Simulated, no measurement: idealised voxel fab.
Title: Process Module voxel released beams
Each square cell in cross-section cut measures 5 nm, and the section as a whole is 300 nm wide.
Notation: cross-section as square-cell grid; stated in bands, top first, going down; one or more cell rows per band. Read a band's entry like this: the first values are the height of its top and the height of its bottom in nm, and what follows is the sequence of materials from left to right, each with its width in nm. Note that "empty" is empty space, and that a single material marked "edge to edge" reaches across the band from edge to edge. Heads up on the height convention: 0 is the point under which the incoming wafer is all one material, and the lowest band has no bottom, it just keeps going down, like "z 0 and below". A width such as "30 to 40" changes by the same amount from each row of cells to the next, from the band's top row to its bottom row. Reading "no modifications" for a step: not a cell of the cross-section changed in it. "Closed empty spaces" enumerates empty spaces isolated from the top, with no open way to it, that contain at least 8 cells, giving each as width x height at distance from the left edge, all three in nm. Note: text after step settings on the step line = simulator remark on that step. The line of a step may include "overlay nm". On a step with a mask, this value is how far to the right of its planned place the mask lay. A negative value means the mask lay to the left.
plan
1. RECEIVE [material Si]
2. CONFORMAL_DEP [material SiN] [thk nm 5]
3. DIRECTIONAL_DEP [material SiO2] [thk nm 15]
4. DIRECTIONAL_DEP [material aC] [thk nm 10]
5. PATTERN [tone open] [mask id ANCHOR] [material resist] [width nm 20] [thk nm 30] [overlay nm 0]
6. DIRECTIONAL_ETCH [etch materials aC] [depth nm 10]
7. STRIP [etch materials resist]
8. DIRECTIONAL_ETCH [etch materials SiO2] [depth nm 15]
9. STRIP [etch materials aC]
10. CONFORMAL_DEP [material polySi] [thk nm 10]
11. PATTERN [tone cover] [mask id BEAM] [material resist] [width nm 105] [thk nm 15] [overlay nm 0]
12. DIRECTIONAL_ETCH [etch materials polySi] [depth nm 10]
13. STRIP [etch materials resist]
14. STRIP [etch materials SiO2]
varied across the wafers: width nm of step 5. The plan shows the first wafer's value. All wafers start alike
Cut through the first of several wafers as received, post step 1
    z 0 and below  Si edge to edge
    Closed empty spaces: none
Wafer cross-section (first of several) - module end, post step 14 (last step)
    z 30 to 20  95 empty, then 105 polySi, then 100 empty
    z 20 to 5  105 empty, then 20 polySi, then 175 empty
    z 5 to 0  SiN edge to edge
    z 0 and below  Si edge to edge
    Closed empty spaces: none
Last-wafer cross-section at the end of the module
    z 30 to 20  95 empty, then 10 polySi, then 25 empty, then 70 polySi, then 100 empty
    z 20 to 15  95 empty, then 10 polySi, then 25 empty, then 10 polySi, then 160 empty
    z 15 to 5  95 empty, then 45 polySi, then 160 empty
    z 5 to 0  SiN edge to edge
    z 0 and below  Si edge to edge
    Closed empty spaces: none
Every row in this table is a wafer at the end of the module, and it gives, for each of the materials, the cells that wafer has gained (+) or lost (-) since it was received, then its closed voids
width nm 20 | +60 SiN | +54 polySi | Closed empty spaces: none
width nm 25 | +60 SiN | +54 polySi | Closed empty spaces: none
width nm 30 | +60 SiN | +54 polySi | Closed empty spaces: none
width nm 35 | +60 SiN | +54 polySi | Closed empty spaces: none
width nm 40 | +60 SiN | +54 polySi | Closed empty spaces: none
width nm 45 | +60 SiN | +54 polySi | Closed empty spaces: none
